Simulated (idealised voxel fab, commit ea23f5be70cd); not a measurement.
Presented below is a process module, voxel spacer lines.
Displayed cross-section: cut, width of 285 nm, square cells sized 5 nm.
A cross-section in this document is a grid of square cells, and it is written down as bands, the top band listed before the ones below it; a band is made up of one or more rows of cells. Look at the band entry: it leads with the top's height and the bottom's height in nm. Then it lists the materials left to right, with a width in nm for each. The word "all across" on a single material says that material fills the band edge to edge. The word "blank" is empty space. Note: height 0 marks the level under which the wafer is uniformly one material as received. Lowest band unbounded below, written "0 -> down". A width such as "30..40" changes by the same amount from each row of cells to the next, from the band's top row to its bottom row. Basically "nothing altered" means that step didn't change any cell in the cross-section. "Voids, sealed" means: voids of 8 cells or more that are shut off from the top with no open way through. Written width x height at distance, distance from the left edge, in nm. Note: text after step settings on the step line = simulator remark on that step. "overlay nm" on a masked step: distance the mask lay right of its planned place, negative for left. Note: before/after cross-section pairs follow, one process step per pair, after-side truncated at the lowest changed band, step and settings given beneath. Different runs of this module on the same starting wafer may supply the pairs; a pair continues the one above only where the "Ahead of processing" entry says so.

AHEAD OF PROCESSING
  0 -> down | Si all across
  Voids, sealed: none

CROSS-SECTION THEREAFTER
  10 -> 0 | Al2O3 all across
  Unchanged below 0.
  Voids, sealed: none
To go from the before cross-section above to the after cross-section, apply CONFORMAL_DEP, material Al2O3, thk nm 10

Ahead of processing: as shown after the step in the preceding pair, directly above.

CROSS-SECTION THEREAFTER
  20 -> 10 | W all across
  Unchanged below 10.
  Voids, sealed: none
To go from the before cross-section above to the after cross-section, apply DIRECTIONAL_DEP, material W, thk nm 10

Ahead of processing: as shown after the step in the preceding pair, directly above.

CROSS-SECTION THEREAFTER
  50 -> 20 | aC all across
  Unchanged below 20.
  Voids, sealed: none
To go from the before cross-section above to the after cross-section, apply DIRECTIONAL_DEP, material aC, thk nm 30

Ahead of processing: as shown after the step in the preceding pair, directly above.

CROSS-SECTION THEREAFTER
  85 -> 50 | blank 90 nm, resist 25 nm, blank 55 nm, resist 25 nm, blank 90 nm
  Unchanged below 50.
  Voids, sealed: none
To go from the before cross-section above to the after cross-section, apply PATTERN, tone cover, mask id MANDREL, material resist, width nm 25, pitch nm 80, thk nm 35, overlay nm 0

Ahead of processing: as shown after the step in the preceding pair, directly above.

CROSS-SECTION THEREAFTER
  55 -> 50 | blank 90 nm, resist 25 nm, blank 55 nm, resist 25 nm, blank 90 nm
  50 -> 20 | blank 90 nm, aC 25 nm, blank 55 nm, aC 25 nm, blank 90 nm
  Unchanged below 20.
  Voids, sealed: none
To go from the before cross-section above to the after cross-section, apply DIRECTIONAL_ETCH, etch materials aC, depth nm 30

Ahead of processing: as shown after the step in the preceding pair, directly above.

CROSS-SECTION THEREAFTER
  50 -> 20 | blank 90 nm, aC 25 nm, blank 55 nm, aC 25 nm, blank 90 nm
  Unchanged below 20.
  Voids, sealed: none
To go from the before cross-section above to the after cross-section, apply STRIP, etch materials resist

Ahead of processing: as shown after the step in the preceding pair, directly above.

CROSS-SECTION THEREAFTER
  65 -> 50 | blank 75 nm, SiO2 55 nm, blank 25 nm, SiO2 55 nm, blank 75 nm
  50 -> 35 | blank 75 nm, SiO2 15 nm, aC 25 nm, SiO2 15 nm, blank 25 nm, SiO2 15 nm, aC 25 nm, SiO2 15 nm, blank 75 nm
  35 -> 20 | SiO2 90 nm, aC 25 nm, SiO2 55 nm, aC 25 nm, SiO2 90 nm
  Unchanged below 20.
  Voids, sealed: none
To go from the before cross-section above to the after cross-section, apply CONFORMAL_DEP, material SiO2, thk nm 15

Ahead of processing: as shown after the step in the preceding pair, directly above.

CROSS-SECTION THEREAFTER
  50 -> 20 | blank 75 nm, SiO2 15 nm, aC 25 nm, SiO2 15 nm, blank 25 nm, SiO2 15 nm, aC 25 nm, SiO2 15 nm, blank 75 nm
  Unchanged below 20.
  Voids, sealed: none
To go from the before cross-section above to the after cross-section, apply DIRECTIONAL_ETCH, etch materials SiO2, depth nm 15

Ahead of processing: as shown after the step in the preceding pair, directly above.

CROSS-SECTION THEREAFTER
  50 -> 20 | blank 75 nm, SiO2 15 nm, blank 25 nm, SiO2 15 nm, blank 25 nm, SiO2 15 nm, blank 25 nm, SiO2 15 nm, blank 75 nm
  Unchanged below 20.
  Voids, sealed: none
To go from the before cross-section above to the after cross-section, apply STRIP, etch materials aC

Ahead of processing: as shown after the step in the preceding pair, directly above.

CROSS-SECTION THEREAFTER
  50 -> 20 | blank 75 nm, SiO2 15 nm, blank 25 nm, SiO2 15 nm, blank 25 nm, SiO2 15 nm, blank 25 nm, SiO2 15 nm, blank 75 nm
  20 -> 10 | blank 75 nm, W 15 nm, blank 25 nm, W 15 nm, blank 25 nm, W 15 nm, blank 25 nm, W 15 nm, blank 75 nm
  Unchanged below 10.
  Voids, sealed: none
To go from the before cross-section above to the after cross-section, apply DIRECTIONAL_ETCH, etch materials W, depth nm 10

Ahead of processing: as shown after the step in the preceding pair, directly above.

CROSS-SECTION THEREAFTER
  20 -> 10 | blank 75 nm, W 15 nm, blank 25 nm, W 15 nm, blank 25 nm, W 15 nm, blank 25 nm, W 15 nm, blank 75 nm
  Unchanged below 10.
  Voids, sealed: none
To go from the before cross-section above to the after cross-section, apply STRIP, etch materials SiO2

AHEAD OF PROCESSING
  0 -> down | Si all across
  Voids, sealed: none

CROSS-SECTION THEREAFTER
  10 -> 0 | W all across
  Unchanged below 0.
  Voids, sealed: none
To go from the before cross-section above to the after cross-section, apply DIRECTIONAL_DEP, material W, thk nm 10

Ahead of processing: as shown after the step in the preceding pair, directly above.

CROSS-SECTION THEREAFTER
  40 -> 10 | aC all across
  Unchanged below 10.
  Voids, sealed: none
To go from the before cross-section above to the after cross-section, apply DIRECTIONAL_DEP, material aC, thk nm 30

Ahead of processing: as shown after the step in the preceding pair, directly above.

CROSS-SECTION THEREAFTER
  75 -> 40 | blank 90 nm, resist 25 nm, blank 55 nm, resist 25 nm, blank 90 nm
  Unchanged below 40.
  Voids, sealed: none
To go from the before cross-section above to the after cross-section, apply PATTERN, tone cover, mask id MANDREL, material resist, width nm 25, pitch nm 80, thk nm 35, overlay nm 0

Ahead of processing: as shown after the step in the preceding pair, directly above.

CROSS-SECTION THEREAFTER
  45 -> 40 | blank 90 nm, resist 25 nm, blank 55 nm, resist 25 nm, blank 90 nm
  40 -> 10 | blank 90 nm, aC 25 nm, blank 55 nm, aC 25 nm, blank 90 nm
  Unchanged below 10.
  Voids, sealed: none
To go from the before cross-section above to the after cross-section, apply DIRECTIONAL_ETCH, etch materials aC, depth nm 30

Ahead of processing: as shown after the step in the preceding pair, directly above.

CROSS-SECTION THEREAFTER
  40 -> 10 | blank 90 nm, aC 25 nm, blank 55 nm, aC 25 nm, blank 90 nm
  Unchanged below 10.
  Voids, sealed: none
To go from the before cross-section above to the after cross-section, apply STRIP, etch materials resist

Ahead of processing: as shown after the step in the preceding pair, directly above.

CROSS-SECTION THEREAFTER
  55 -> 40 | blank 75 nm, SiO2 55 nm, blank 25 nm, SiO2 55 nm, blank 75 nm
  40 -> 25 | blank 75 nm, SiO2 15 nm, aC 25 nm, SiO2 15 nm, blank 25 nm, SiO2 15 nm, aC 25 nm, SiO2 15 nm, blank 75 nm
  25 -> 10 | SiO2 90 nm, aC 25 nm, SiO2 55 nm, aC 25 nm, SiO2 90 nm
  Unchanged below 10.
  Voids, sealed: none
To go from the before cross-section above to the after cross-section, apply CONFORMAL_DEP, material SiO2, thk nm 15

Ahead of processing: as shown after the step in the preceding pair, directly above.

CROSS-SECTION THEREAFTER
  40 -> 10 | blank 75 nm, SiO2 15 nm, aC 25 nm, SiO2 15 nm, blank 25 nm, SiO2 15 nm, aC 25 nm, SiO2 15 nm, blank 75 nm
  Unchanged below 10.
  Voids, sealed: none
To go from the before cross-section above to the after cross-section, apply DIRECTIONAL_ETCH, etch materials SiO2, depth nm 15

Ahead of processing: as shown after the step in the preceding pair, directly above.

CROSS-SECTION THEREAFTER
  40 -> 10 | blank 75 nm, SiO2 15 nm, blank 25 nm, SiO2 15 nm, blank 25 nm, SiO2 15 nm, blank 25 nm, SiO2 15 nm, blank 75 nm
  Unchanged below 10.
  Voids, sealed: none
To go from the before cross-section above to the after cross-section, apply STRIP, etch materials aC

Ahead of processing: as shown after the step in the preceding pair, directly above.

CROSS-SECTION THEREAFTER
  40 -> 10 | blank 75 nm, SiO2 15 nm, blank 25 nm, SiO2 15 nm, blank 25 nm, SiO2 15 nm, blank 25 nm, SiO2 15 nm, blank 75 nm
  10 -> 0 | blank 75 nm, W 15 nm, blank 25 nm, W 15 nm, blank 25 nm, W 15 nm, blank 25 nm, W 15 nm, blank 75 nm
  Unchanged below 0.
  Voids, sealed: none
To go from the before cross-section above to the after cross-section, apply DIRECTIONAL_ETCH, etch materials W, depth nm 10

Ahead of processing: as shown after the step in the preceding pair, directly above.

CROSS-SECTION THEREAFTER
  10 -> 0 | blank 75 nm, W 15 nm, blank 25 nm, W 15 nm, blank 25 nm, W 15 nm, blank 25 nm, W 15 nm, blank 75 nm
  Unchanged below 0.
  Voids, sealed: none
To go from the before cross-section above to the after cross-section, apply STRIP, etch materials SiO2

AHEAD OF PROCESSING
  50 -> 20 | blank 75 nm, SiO2 15 nm, aC 25 nm, SiO2 15 nm, blank 25 nm, SiO2 15 nm, aC 25 nm, SiO2 15 nm, blank 75 nm
  20 -> 10 | W all across
  10 -> 0 | Al2O3 all across
  0 -> down | Si all across
  Voids, sealed: none

CROSS-SECTION THEREAFTER
  50 -> 20 | blank 75 nm, SiO2 15 nm, aC 25 nm, SiO2 15 nm, blank 25 nm, SiO2 15 nm, aC 25 nm, SiO2 15 nm, blank 75 nm
  20 -> 10 | blank 75 nm, W 55 nm, blank 25 nm, W 55 nm, blank 75 nm
  Unchanged below 10.
  Voids, sealed: none
To go from the before cross-section above to the after cross-section, apply DIRECTIONAL_ETCH, etch materials W, depth nm 10

Ahead of processing: as shown after the step in the preceding pair, directly above.

CROSS-SECTION THEREAFTER
  50 -> 20 | blank 75 nm, SiO2 15 nm, blank 25 nm, SiO2 15 nm, blank 25 nm, SiO2 15 nm, blank 25 nm, SiO2 15 nm, blank 75 nm
  Unchanged below 20.
  Voids, sealed: none
To go from the before cross-section above to the after cross-section, apply STRIP, etch materials aC

Ahead of processing: as shown after the step in the preceding pair, directly above.

CROSS-SECTION THEREAFTER
  20 -> 10 | blank 75 nm, W 55 nm, blank 25 nm, W 55 nm, blank 75 nm
  Unchanged below 10.
  Voids, sealed: none
To go from the before cross-section above to the after cross-section, apply STRIP, etch materials SiO2

AHEAD OF PROCESSING
  10 -> 0 | Al2O3 all across
  0 -> down | Si all across
  Voids, sealed: none

CROSS-SECTION THEREAFTER
  15 -> 10 | W all across
  Unchanged below 10.
  Voids, sealed: none
To go from the before cross-section above to the after cross-section, apply DIRECTIONAL_DEP, material W, thk nm 5

Ahead of processing: as shown after the step in the preceding pair, directly above.

CROSS-SECTION THEREAFTER
  45 -> 15 | aC all across
  Unchanged below 15.
  Voids, sealed: none
To go from the before cross-section above to the after cross-section, apply DIRECTIONAL_DEP, material aC, thk nm 30

Ahead of processing: as shown after the step in the preceding pair, directly above.

CROSS-SECTION THEREAFTER
  80 -> 45 | blank 90 nm, resist 25 nm, blank 55 nm, resist 25 nm, blank 90 nm
  Unchanged below 45.
  Voids, sealed: none
To go from the before cross-section above to the after cross-section, apply PATTERN, tone cover, mask id MANDREL, material resist, width nm 25, pitch nm 80, thk nm 35, overlay nm 0

Ahead of processing: as shown after the step in the preceding pair, directly above.

CROSS-SECTION THEREAFTER
  50 -> 45 | blank 90 nm, resist 25 nm, blank 55 nm, resist 25 nm, blank 90 nm
  45 -> 15 | blank 90 nm, aC 25 nm, blank 55 nm, aC 25 nm, blank 90 nm
  Unchanged below 15.
  Voids, sealed: none
To go from the before cross-section above to the after cross-section, apply DIRECTIONAL_ETCH, etch materials aC, depth nm 30

Ahead of processing: as shown after the step in the preceding pair, directly above.

CROSS-SECTION THEREAFTER
  45 -> 15 | blank 90 nm, aC 25 nm, blank 55 nm, aC 25 nm, blank 90 nm
  Unchanged below 15.
  Voids, sealed: none
To go from the before cross-section above to the after cross-section, apply STRIP, etch materials resist

Ahead of processing: as shown after the step in the preceding pair, directly above.

CROSS-SECTION THEREAFTER
  60 -> 45 | blank 75 nm, SiO2 55 nm, blank 25 nm, SiO2 55 nm, blank 75 nm
  45 -> 30 | blank 75 nm, SiO2 15 nm, aC 25 nm, SiO2 15 nm, blank 25 nm, SiO2 15 nm, aC 25 nm, SiO2 15 nm, blank 75 nm
  30 -> 15 | SiO2 90 nm, aC 25 nm, SiO2 55 nm, aC 25 nm, SiO2 90 nm
  Unchanged below 15.
  Voids, sealed: none
To go from the before cross-section above to the after cross-section, apply CONFORMAL_DEP, material SiO2, thk nm 15

Ahead of processing: as shown after the step in the preceding pair, directly above.

CROSS-SECTION THEREAFTER
  45 -> 15 | blank 75 nm, SiO2 15 nm, aC 25 nm, SiO2 15 nm, blank 25 nm, SiO2 15 nm, aC 25 nm, SiO2 15 nm, blank 75 nm
  Unchanged below 15.
  Voids, sealed: none
To go from the before cross-section above to the after cross-section, apply DIRECTIONAL_ETCH, etch materials SiO2, depth nm 15

Ahead of processing: as shown after the step in the preceding pair, directly above.

CROSS-SECTION THEREAFTER
  45 -> 15 | blank 75 nm, SiO2 15 nm, blank 25 nm, SiO2 15 nm, blank 25 nm, SiO2 15 nm, blank 25 nm, SiO2 15 nm, blank 75 nm
  Unchanged below 15.
  Voids, sealed: none
To go from the before cross-section above to the after cross-section, apply STRIP, etch materials aC

Ahead of processing: as shown after the step in the preceding pair, directly above.

CROSS-SECTION THEREAFTER
  45 -> 15 | blank 75 nm, SiO2 15 nm, blank 25 nm, SiO2 15 nm, blank 25 nm, SiO2 15 nm, blank 25 nm, SiO2 15 nm, blank 75 nm
  15 -> 10 | blank 75 nm, W 15 nm, blank 25 nm, W 15 nm, blank 25 nm, W 15 nm, blank 25 nm, W 15 nm, blank 75 nm
  Unchanged below 10.
  Voids, sealed: none
To go from the before cross-section above to the after cross-section, apply DIRECTIONAL_ETCH, etch materials W, depth nm 10

Ahead of processing: as shown after the step in the preceding pair, directly above.

CROSS-SECTION THEREAFTER
  15 -> 10 | blank 75 nm, W 15 nm, blank 25 nm, W 15 nm, blank 25 nm, W 15 nm, blank 25 nm, W 15 nm, blank 75 nm
  Unchanged below 10.
  Voids, sealed: none
To go from the before cross-section above to the after cross-section, apply STRIP, etch materials SiO2

AHEAD OF PROCESSING
  50 -> 20 | aC all across
  20 -> 10 | W all across
  10 -> 0 | Al2O3 all across
  0 -> down | Si all across
  Voids, sealed: none

CROSS-SECTION THEREAFTER
  85 -> 50 | blank 85 nm, resist 35 nm, blank 45 nm, resist 35 nm, blank 85 nm
  Unchanged below 50.
  Voids, sealed: none
To go from the before cross-section above to the after cross-section, apply PATTERN, tone cover, mask id MANDREL, material resist, width nm 35, pitch nm 80, thk nm 35, overlay nm 0

Ahead of processing: as shown after the step in the preceding pair, directly above.

CROSS-SECTION THEREAFTER
  55 -> 50 | blank 85 nm, resist 35 nm, blank 45 nm, resist 35 nm, blank 85 nm
  50 -> 20 | blank 85 nm, aC 35 nm, blank 45 nm, aC 35 nm, blank 85 nm
  Unchanged below 20.
  Voids, sealed: none
To go from the before cross-section above to the after cross-section, apply DIRECTIONAL_ETCH, etch materials aC, depth nm 30

Ahead of processing: as shown after the step in the preceding pair, directly above.

CROSS-SECTION THEREAFTER
  50 -> 20 | blank 85 nm, aC 35 nm, blank 45 nm, aC 35 nm, blank 85 nm
  Unchanged below 20.
  Voids, sealed: none
To go from the before cross-section above to the after cross-section, apply STRIP, etch materials resist

Ahead of processing: as shown after the step in the preceding pair, directly above.

CROSS-SECTION THEREAFTER
  65 -> 50 | blank 70 nm, SiO2 65 nm, blank 15 nm, SiO2 65 nm, blank 70 nm
  50 -> 35 | blank 70 nm, SiO2 15 nm, aC 35 nm, SiO2 15 nm, blank 15 nm, SiO2 15 nm, aC 35 nm, SiO2 15 nm, blank 70 nm
  35 -> 20 | SiO2 85 nm, aC 35 nm, SiO2 45 nm, aC 35 nm, SiO2 85 nm
  Unchanged below 20.
  Voids, sealed: none
To go from the before cross-section above to the after cross-section, apply CONFORMAL_DEP, material SiO2, thk nm 15

Ahead of processing: as shown after the step in the preceding pair, directly above.

CROSS-SECTION THEREAFTER
  50 -> 20 | blank 70 nm, SiO2 15 nm, aC 35 nm, SiO2 15 nm, blank 15 nm, SiO2 15 nm, aC 35 nm, SiO2 15 nm, blank 70 nm
  Unchanged below 20.
  Voids, sealed: none
To go from the before cross-section above to the after cross-section, apply DIRECTIONAL_ETCH, etch materials SiO2, depth nm 15

Ahead of processing: as shown after the step in the preceding pair, directly above.

CROSS-SECTION THEREAFTER
  50 -> 20 | blank 70 nm, SiO2 15 nm, blank 35 nm, SiO2 15 nm, blank 15 nm, SiO2 15 nm, blank 35 nm, SiO2 15 nm, blank 70 nm
  Unchanged below 20.
  Voids, sealed: none
To go from the before cross-section above to the after cross-section, apply STRIP, etch materials aC

Ahead of processing: as shown after the step in the preceding pair, directly above.

CROSS-SECTION THEREAFTER
  50 -> 20 | blank 70 nm, SiO2 15 nm, blank 35 nm, SiO2 15 nm, blank 15 nm, SiO2 15 nm, blank 35 nm, SiO2 15 nm, blank 70 nm
  20 -> 10 | blank 70 nm, W 15 nm, blank 35 nm, W 15 nm, blank 15 nm, W 15 nm, blank 35 nm, W 15 nm, blank 70 nm
  Unchanged below 10.
  Voids, sealed: none
To go from the before cross-section above to the after cross-section, apply DIRECTIONAL_ETCH, etch materials W, depth nm 10

Ahead of processing: as shown after the step in the preceding pair, directly above.

CROSS-SECTION THEREAFTER
  20 -> 10 | blank 70 nm, W 15 nm, blank 35 nm, W 15 nm, blank 15 nm, W 15 nm, blank 35 nm, W 15 nm, blank 70 nm
  Unchanged below 10.
  Voids, sealed: none
To go from the before cross-section above to the after cross-section, apply STRIP, etch materials SiO2

AHEAD OF PROCESSING
  50 -> 20 | aC all across
  20 -> 10 | W all across
  10 -> 0 | Al2O3 all across
  0 -> down | Si all across
  Voids, sealed: none

CROSS-SECTION THEREAFTER
  85 -> 50 | blank 100 nm, resist 25 nm, blank 55 nm, resist 25 nm, blank 80 nm
  Unchanged below 50.
  Voids, sealed: none
To go from the before cross-section above to the after cross-section, apply PATTERN, tone cover, mask id MANDREL, material resist, width nm 25, pitch nm 80, thk nm 35, overlay nm 10

Ahead of processing: as shown after the step in the preceding pair, directly above.

CROSS-SECTION THEREAFTER
  55 -> 50 | blank 100 nm, resist 25 nm, blank 55 nm, resist 25 nm, blank 80 nm
  50 -> 20 | blank 100 nm, aC 25 nm, blank 55 nm, aC 25 nm, blank 80 nm
  Unchanged below 20.
  Voids, sealed: none
To go from the before cross-section above to the after cross-section, apply DIRECTIONAL_ETCH, etch materials aC, depth nm 30

Ahead of processing: as shown after the step in the preceding pair, directly above.

CROSS-SECTION THEREAFTER
  50 -> 20 | blank 100 nm, aC 25 nm, blank 55 nm, aC 25 nm, blank 80 nm
  Unchanged below 20.
  Voids, sealed: none
To go from the before cross-section above to the after cross-section, apply STRIP, etch materials resist

Ahead of processing: as shown after the step in the preceding pair, directly above.

CROSS-SECTION THEREAFTER
  65 -> 50 | blank 85 nm, SiO2 55 nm, blank 25 nm, SiO2 55 nm, blank 65 nm
  50 -> 35 | blank 85 nm, SiO2 15 nm, aC 25 nm, SiO2 15 nm, blank 25 nm, SiO2 15 nm, aC 25 nm, SiO2 15 nm, blank 65 nm
  35 -> 20 | SiO2 100 nm, aC 25 nm, SiO2 55 nm, aC 25 nm, SiO2 80 nm
  Unchanged below 20.
  Voids, sealed: none
To go from the before cross-section above to the after cross-section, apply CONFORMAL_DEP, material SiO2, thk nm 15

Ahead of processing: as shown after the step in the preceding pair, directly above.

CROSS-SECTION THEREAFTER
  50 -> 20 | blank 85 nm, SiO2 15 nm, aC 25 nm, SiO2 15 nm, blank 25 nm, SiO2 15 nm, aC 25 nm, SiO2 15 nm, blank 65 nm
  Unchanged below 20.
  Voids, sealed: none
To go from the before cross-section above to the after cross-section, apply DIRECTIONAL_ETCH, etch materials SiO2, depth nm 15

Ahead of processing: as shown after the step in the preceding pair, directly above.

CROSS-SECTION THEREAFTER
  50 -> 20 | blank 85 nm, SiO2 15 nm, blank 25 nm, SiO2 15 nm, blank 25 nm, SiO2 15 nm, blank 25 nm, SiO2 15 nm, blank 65 nm
  Unchanged below 20.
  Voids, sealed: none
To go from the before cross-section above to the after cross-section, apply STRIP, etch materials aC

Ahead of processing: as shown after the step in the preceding pair, directly above.

CROSS-SECTION THEREAFTER
  50 -> 20 | blank 85 nm, SiO2 15 nm, blank 25 nm, SiO2 15 nm, blank 25 nm, SiO2 15 nm, blank 25 nm, SiO2 15 nm, blank 65 nm
  20 -> 10 | blank 85 nm, W 15 nm, blank 25 nm, W 15 nm, blank 25 nm, W 15 nm, blank 25 nm, W 15 nm, blank 65 nm
  Unchanged below 10.
  Voids, sealed: none
To go from the before cross-section above to the after cross-section, apply DIRECTIONAL_ETCH, etch materials W, depth nm 10

Ahead of processing: as shown after the step in the preceding pair, directly above.

CROSS-SECTION THEREAFTER
  20 -> 10 | blank 85 nm, W 15 nm, blank 25 nm, W 15 nm, blank 25 nm, W 15 nm, blank 25 nm, W 15 nm, blank 65 nm
  Unchanged below 10.
  Voids, sealed: none
To go from the before cross-section above to the after cross-section, apply STRIP, etch materials SiO2

AHEAD OF PROCESSING
  0 -> down | Si all across
  Voids, sealed: none

CROSS-SECTION THEREAFTER
  10 -> 0 | W all across
  Unchanged below 0.
  Voids, sealed: none
To go from the before cross-section above to the after cross-section, apply CONFORMAL_DEP, material W, thk nm 10

Ahead of processing: as shown after the step in the preceding pair, directly above.

CROSS-SECTION THEREAFTER
  20 -> 0 | W all across
  Unchanged below 0.
  Voids, sealed: none
To go from the before cross-section above to the after cross-section, apply DIRECTIONAL_DEP, material W, thk nm 10

Ahead of processing: as shown after the step in the preceding pair, directly above.

CROSS-SECTION THEREAFTER
  50 -> 20 | aC all across
  Unchanged below 20.
  Voids, sealed: none
To go from the before cross-section above to the after cross-section, apply DIRECTIONAL_DEP, material aC, thk nm 30

Ahead of processing: as shown after the step in the preceding pair, directly above.

CROSS-SECTION THEREAFTER
  85 -> 50 | blank 90 nm, resist 25 nm, blank 55 nm, resist 25 nm, blank 90 nm
  Unchanged below 50.
  Voids, sealed: none
To go from the before cross-section above to the after cross-section, apply PATTERN, tone cover, mask id MANDREL, material resist, width nm 25, pitch nm 80, thk nm 35, overlay nm 0

Ahead of processing: as shown after the step in the preceding pair, directly above.

CROSS-SECTION THEREAFTER
  55 -> 50 | blank 90 nm, resist 25 nm, blank 55 nm, resist 25 nm, blank 90 nm
  50 -> 20 | blank 90 nm, aC 25 nm, blank 55 nm, aC 25 nm, blank 90 nm
  Unchanged below 20.
  Voids, sealed: none
To go from the before cross-section above to the after cross-section, apply DIRECTIONAL_ETCH, etch materials aC, depth nm 30

Ahead of processing: as shown after the step in the preceding pair, directly above.

CROSS-SECTION THEREAFTER
  50 -> 20 | blank 90 nm, aC 25 nm, blank 55 nm, aC 25 nm, blank 90 nm
  Unchanged below 20.
  Voids, sealed: none
To go from the before cross-section above to the after cross-section, apply STRIP, etch materials resist

Ahead of processing: as shown after the step in the preceding pair, directly above.

CROSS-SECTION THEREAFTER
  65 -> 50 | blank 75 nm, SiO2 55 nm, blank 25 nm, SiO2 55 nm, blank 75 nm
  50 -> 35 | blank 75 nm, SiO2 15 nm, aC 25 nm, SiO2 15 nm, blank 25 nm, SiO2 15 nm, aC 25 nm, SiO2 15 nm, blank 75 nm
  35 -> 20 | SiO2 90 nm, aC 25 nm, SiO2 55 nm, aC 25 nm, SiO2 90 nm
  Unchanged below 20.
  Voids, sealed: none
To go from the before cross-section above to the after cross-section, apply CONFORMAL_DEP, material SiO2, thk nm 15

Ahead of processing: as shown after the step in the preceding pair, directly above.

CROSS-SECTION THEREAFTER
  50 -> 20 | blank 75 nm, SiO2 15 nm, aC 25 nm, SiO2 15 nm, blank 25 nm, SiO2 15 nm, aC 25 nm, SiO2 15 nm, blank 75 nm
  Unchanged below 20.
  Voids, sealed: none
To go from the before cross-section above to the after cross-section, apply DIRECTIONAL_ETCH, etch materials SiO2, depth nm 15

Ahead of processing: as shown after the step in the preceding pair, directly above.

CROSS-SECTION THEREAFTER
  50 -> 20 | blank 75 nm, SiO2 15 nm, blank 25 nm, SiO2 15 nm, blank 25 nm, SiO2 15 nm, blank 25 nm, SiO2 15 nm, blank 75 nm
  Unchanged below 20.
  Voids, sealed: none
To go from the before cross-section above to the after cross-section, apply STRIP, etch materials aC

Ahead of processing: as shown after the step in the preceding pair, directly above.

CROSS-SECTION THEREAFTER
  50 -> 20 | blank 75 nm, SiO2 15 nm, blank 25 nm, SiO2 15 nm, blank 25 nm, SiO2 15 nm, blank 25 nm, SiO2 15 nm, blank 75 nm
  20 -> 10 | blank 75 nm, W 15 nm, blank 25 nm, W 15 nm, blank 25 nm, W 15 nm, blank 25 nm, W 15 nm, blank 75 nm
  Unchanged below 10.
  Voids, sealed: none
To go from the before cross-section above to the after cross-section, apply DIRECTIONAL_ETCH, etch materials W, depth nm 10

Ahead of processing: as shown after the step in the preceding pair, directly above.

CROSS-SECTION THEREAFTER
  20 -> 10 | blank 75 nm, W 15 nm, blank 25 nm, W 15 nm, blank 25 nm, W 15 nm, blank 25 nm, W 15 nm, blank 75 nm
  Unchanged below 10.
  Voids, sealed: none
To go from the before cross-section above to the after cross-section, apply STRIP, etch materials SiO2

AHEAD OF PROCESSING
  50 -> 20 | aC all across
  20 -> 10 | W all across
  10 -> 0 | Al2O3 all across
  0 -> down | Si all across
  Voids, sealed: none

CROSS-SECTION THEREAFTER
  85 -> 50 | resist 90 nm, blank 25 nm, resist 55 nm, blank 25 nm, resist 90 nm
  Unchanged below 50.
  Voids, sealed: none
To go from the before cross-section above to the after cross-section, apply PATTERN, tone open, mask id MANDREL, material resist, width nm 25, pitch nm 80, thk nm 35, overlay nm 0

Ahead of processing: as shown after the step in the preceding pair, directly above.

CROSS-SECTION THEREAFTER
  55 -> 50 | resist 90 nm, blank 25 nm, resist 55 nm, blank 25 nm, resist 90 nm
  50 -> 20 | aC 90 nm, blank 25 nm, aC 55 nm, blank 25 nm, aC 90 nm
  Unchanged below 20.
  Voids, sealed: none
To go from the before cross-section above to the after cross-section, apply DIRECTIONAL_ETCH, etch materials aC, depth nm 30

Ahead of processing: as shown after the step in the preceding pair, directly above.

CROSS-SECTION THEREAFTER
  50 -> 20 | aC 90 nm, blank 25 nm, aC 55 nm, blank 25 nm, aC 90 nm
  Unchanged below 20.
  Voids, sealed: none
To go from the before cross-section above to the after cross-section, apply STRIP, etch materials resist

Ahead of processing: as shown after the step in the preceding pair, directly above.

CROSS-SECTION THEREAFTER
  65 -> 50 | SiO2 all across
  50 -> 20 | aC 90 nm, SiO2 25 nm, aC 55 nm, SiO2 25 nm, aC 90 nm
  Unchanged below 20.
  Voids, sealed: none
To go from the before cross-section above to the after cross-section, apply CONFORMAL_DEP, material SiO2, thk nm 15

Ahead of processing: as shown after the step in the preceding pair, directly above.

CROSS-SECTION THEREAFTER
  50 -> 20 | aC 90 nm, SiO2 25 nm, aC 55 nm, SiO2 25 nm, aC 90 nm
  Unchanged below 20.
  Voids, sealed: none
To go from the before cross-section above to the after cross-section, apply DIRECTIONAL_ETCH, etch materials SiO2, depth nm 15

Ahead of processing: as shown after the step in the preceding pair, directly above.

CROSS-SECTION THEREAFTER
  50 -> 20 | blank 90 nm, SiO2 25 nm, blank 55 nm, SiO2 25 nm, blank 90 nm
  Unchanged below 20.
  Voids, sealed: none
To go from the before cross-section above to the after cross-section, apply STRIP, etch materials aC

Ahead of processing: as shown after the step in the preceding pair, directly above.

CROSS-SECTION THEREAFTER
  50 -> 20 | blank 90 nm, SiO2 25 nm, blank 55 nm, SiO2 25 nm, blank 90 nm
  20 -> 10 | blank 90 nm, W 25 nm, blank 55 nm, W 25 nm, blank 90 nm
  Unchanged below 10.
  Voids, sealed: none
To go from the before cross-section above to the after cross-section, apply DIRECTIONAL_ETCH, etch materials W, depth nm 10

Ahead of processing: as shown after the step in the preceding pair, directly above.

CROSS-SECTION THEREAFTER
  20 -> 10 | blank 90 nm, W 25 nm, blank 55 nm, W 25 nm, blank 90 nm
  Unchanged below 10.
  Voids, sealed: none
To go from the before cross-section above to the after cross-section, apply STRIP, etch materials SiO2
